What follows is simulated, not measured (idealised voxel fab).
process module | voxel plated lines
cross-section cut | 240 nm wide | cells 5 nm
A cross-section is a grid of square cells, given in bands from the top down. A band is one or more rows of cells.
Each band's line starts with the height of the band's top and of its bottom, in nm. Then come its materials from left to right, each with its width in nm. One material with "throughout" fills the band from edge to edge. "air" is empty space.
Height 0 is the level under which the wafer as received is all one material. The lowest band goes on downwards, as in "0 down".
A width such as "30 to 40" changes by the same amount from each row of cells to the next, from the band's top row to its bottom row.
"no change" after a step means that no cell of the cross-section changed.
closed voids: empty space of 8 cells or more with no open way to the top, each as width x height at its distance from the left edge, in nm
after a step's settings: what the simulator itself notes on the step
overlay nm, on a step with a mask: how far to the right of its planned place the mask lay; to the left if negative
plan
1 op RECEIVE | material Si
2 op CONFORMAL_DEP | material Al2O3 | thk nm 10
3 op DIRECTIONAL_DEP | material TiN | thk nm 5
4 op PATTERN | tone open | mask id LINES | material resist | width nm 30 | pitch nm 60 | thk nm 30 | overlay nm 0
5 op EPI | material Ru | thk nm 10
6 op EPI | material Ru | thk nm 10
7 op STRIP | etch materials resist
8 op DIRECTIONAL_ETCH | etch materials TiN | depth nm 5
9 op CONFORMAL_DEP | material SiN | thk nm 5
first wafer, as planned
as received, after step 1
  0 down: Si throughout
  closed voids: none
after step 2
  10 to 0: Al2O3 throughout
  below 0: unchanged
after step 3
  15 to 10: TiN throughout
  below 10: unchanged
after step 4
  45 to 15: resist 15 | air 30 | resist 30 | air 30 | resist 30 | air 30 | resist 30 | air 30 | resist 15
  below 15: unchanged
after step 5
  45 to 25: resist 15 | air 30 | resist 30 | air 30 | resist 30 | air 30 | resist 30 | air 30 | resist 15
  25 to 15: resist 15 | Ru 30 | resist 30 | Ru 30 | resist 30 | Ru 30 | resist 30 | Ru 30 | resist 15
  below 15: unchanged
after step 6
  45 to 35: resist 15 | air 30 | resist 30 | air 30 | resist 30 | air 30 | resist 30 | air 30 | resist 15
  35 to 15: resist 15 | Ru 30 | resist 30 | Ru 30 | resist 30 | Ru 30 | resist 30 | Ru 30 | resist 15
  below 15: unchanged
after step 7
  35 to 15: air 15 | Ru 30 | air 30 | Ru 30 | air 30 | Ru 30 | air 30 | Ru 30 | air 15
  below 15: unchanged
after step 8
  35 to 15: air 15 | Ru 30 | air 30 | Ru 30 | air 30 | Ru 30 | air 30 | Ru 30 | air 15
  15 to 10: air 15 | TiN 30 | air 30 | TiN 30 | air 30 | TiN 30 | air 30 | TiN 30 | air 15
  below 10: unchanged
after step 9
  40 to 35: air 10 | SiN 40 | air 20 | SiN 40 | air 20 | SiN 40 | air 20 | SiN 40 | air 10
  35 to 15: air 10 | SiN 5 | Ru 30 | SiN 5 | air 20 | SiN 5 | Ru 30 | SiN 5 | air 20 | SiN 5 | Ru 30 | SiN 5 | air 20 | SiN 5 | Ru 30 | SiN 5 | air 10
  15 to 10: SiN 15 | TiN 30 | SiN 30 | TiN 30 | SiN 30 | TiN 30 | SiN 30 | TiN 30 | SiN 15
  below 10: unchanged
second wafer: like start, like plan, one mistake. Through step 4 it matches the first wafer
when step 6 should have ended
  45 to 15: resist 15 | Ru 30 | resist 30 | Ru 30 | resist 30 | Ru 30 | resist 30 | Ru 30 | resist 15
  below 15: unchanged
when step 7 should have ended
  45 to 15: air 15 | Ru 30 | air 30 | Ru 30 | air 30 | Ru 30 | air 30 | Ru 30 | air 15
  below 15: unchanged
when step 8 should have ended
  45 to 15: air 15 | Ru 30 | air 30 | Ru 30 | air 30 | Ru 30 | air 30 | Ru 30 | air 15
  15 to 10: air 15 | TiN 30 | air 30 | TiN 30 | air 30 | TiN 30 | air 30 | TiN 30 | air 15
  below 10: unchanged
when step 9 should have ended
  50 to 45: air 10 | SiN 40 | air 20 | SiN 40 | air 20 | SiN 40 | air 20 | SiN 40 | air 10
  45 to 15: air 10 | SiN 5 | Ru 30 | SiN 5 | air 20 | SiN 5 | Ru 30 | SiN 5 | air 20 | SiN 5 | Ru 30 | SiN 5 | air 20 | SiN 5 | Ru 30 | SiN 5 | air 10
  15 to 10: SiN 15 | TiN 30 | SiN 30 | TiN 30 | SiN 30 | TiN 30 | SiN 30 | TiN 30 | SiN 15
  below 10: unchanged
what went wrong: one of the steps 5 and 6, which are alike, was run twice
at the end the second wafer has, in cells: 48 more of Ru | 16 more of SiN
